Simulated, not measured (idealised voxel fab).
A process module follows: voxel transistor to metal.
The cross-section on display is named cut; it measures 185 nm wide, and its cells are 5 nm squares.
A cross-section is a grid of square cells, given in bands from the top down. A band is one or more rows of cells.
For a band, the entry starts with two heights in nm, that of the top and then that of the bottom, and carries on with the band's materials in order from left to right, each alongside its width in nm; the word "full width" beside a single material means it fills the band edge to edge, and "empty" means empty space.
Below 0: as-received wafer, all one material; heights counted from there. Lowest band: no bottom, goes on down, written "z 0 and below".
Note: "30->40" means the width goes from the first number (top row of the band) to the second number (bottom row) in equal steps per row of cells.
The cross-section has no changed cell in any step marked "nothing got changed".
You'll see "Closed void catalog" listing empty spaces that have no way open to the top, as long as they're 8 cells or more; the notation is width x height at distance, where the distance is from the left edge, and all of it is in nm.
Text after the settings on a step's line: the simulator's own remark on that step.
overlay nm: step with mask; distance mask lay right of planned place; negative value = left of planned place.

These are the steps we planned for the process
1: RECEIVE,material Si
2: OXIDIZE,depth nm 5
3: CONFORMAL_DEP,material SiN,thk nm 15
4: MASKED_ETCH,tone cover,mask id ACTIVE,width nm 130,etch materials SiN,depth nm 15,overlay nm 0
5: MASKED_ETCH,tone cover,mask id ACTIVE,width nm 130,etch materials SiO2,depth nm 5,overlay nm 0
6: MASKED_ETCH,tone cover,mask id ACTIVE,width nm 130,etch materials Si,depth nm 35,overlay nm -10
7: FILL_DEP,material SiO2,thk nm 10
8: CMP,height nm 15
9: SELECTIVE_ETCH,etch materials SiO2,depth nm 10
10: STRIP,etch materials SiN
11: SELECTIVE_ETCH,etch materials SiO2,depth nm 5
12: OXIDIZE,depth nm 5
13: DIRECTIONAL_DEP,material polySi,thk nm 25
14: DIRECTIONAL_DEP,material SiCN,thk nm 10
15: DIRECTIONAL_DEP,material aC,thk nm 15
16: PATTERN,tone cover,mask id GATE,material resist,width nm 30,thk nm 30,overlay nm 0
17: DIRECTIONAL_ETCH,etch materials aC,depth nm 15
18: STRIP,etch materials resist
19: DIRECTIONAL_ETCH,etch materials SiCN,depth nm 20
20: DIRECTIONAL_ETCH,etch materials polySi,depth nm 35
21: STRIP,etch materials aC
22: CONFORMAL_DEP,material SiO2,thk nm 5
23: DIRECTIONAL_ETCH,etch materials SiO2,depth nm 5
24: CONFORMAL_DEP,material SiN,thk nm 10
25: DIRECTIONAL_ETCH,etch materials SiN,depth nm 10
26: DIRECTIONAL_ETCH,etch materials SiO2,depth nm 5
27: DIRECTIONAL_ETCH,etch materials Si,depth nm 5
28: EPI,material pSi,thk nm 5
29: FILL_DEP,material SiO2,thk nm 10
30: CMP,height nm 20
31: STRIP,etch materials polySi
32: SELECTIVE_ETCH,etch materials SiO2,depth nm 5
33: CONFORMAL_DEP,material HfO2,thk nm 5
34: CONFORMAL_DEP,material TiN,thk nm 5
35: FILL_DEP,material W,thk nm 5
36: CMP,height nm 15
37: DIRECTIONAL_DEP,material SiO2,thk nm 10
38: PATTERN,tone open,mask id CONTACT,material resist,width nm 20,pitch nm 90,thk nm 20,overlay nm 0
39: DIRECTIONAL_ETCH,etch materials SiO2,depth nm 35
40: STRIP,etch materials resist
41: CONFORMAL_DEP,material TiN,thk nm 5
42: FILL_DEP,material Ru,thk nm 5
43: CMP,height nm 25
44: DIRECTIONAL_DEP,material TiN,thk nm 5
45: DIRECTIONAL_DEP,material Ru,thk nm 20
46: MASKED_ETCH,tone cover,mask id METAL_1,width nm 20,pitch nm 90,etch materials Ru,depth nm 20,overlay nm 0
47: MASKED_ETCH,tone cover,mask id METAL_1,width nm 20,pitch nm 90,etch materials TiN,depth nm 5,overlay nm 0
48: FILL_DEP,material SiO2,thk nm 5
49: CMP,height nm 50
50: CONFORMAL_DEP,material SiN,thk nm 5
Heads up: all these wafers start the same, and what changes between them is the overlay nm in step 6. The value you see in the plan is just what the first wafer got.

The first of several wafers as received, shown in cross-section; this is its state after step 1
	z 0 and below  Si full width
	Closed void catalog: none

So in this table every wafer gets its own row, and what you see is where it stands at the end of the module: for each material, how many cells it picked up (+) or gave up (-) since we received it, and after that its closed voids
overlay nm -10, +16 HfO2, +54 Ru, -138 Si, +57 SiN, +340 SiO2, +52 TiN, +12 W, +14 pSi, Closed void catalog: none
overlay nm -5, +16 HfO2, +54 Ru, -144 Si, +57 SiN, +346 SiO2, +52 TiN, +12 W, +14 pSi, Closed void catalog: none
overlay nm 0, +16 HfO2, +54 Ru, -150 Si, +57 SiN, +352 SiO2, +52 TiN, +12 W, +14 pSi, Closed void catalog: none
overlay nm 5, +16 HfO2, +54 Ru, -144 Si, +57 SiN, +346 SiO2, +52 TiN, +12 W, +14 pSi, Closed void catalog: none
overlay nm 10, +16 HfO2, +54 Ru, -138 Si, +57 SiN, +340 SiO2, +52 TiN, +12 W, +14 pSi, Closed void catalog: none
overlay nm 15, +16 HfO2, +54 Ru, -132 Si, +57 SiN, +333 SiO2, +52 TiN, +12 W, +15 pSi, Closed void catalog: none
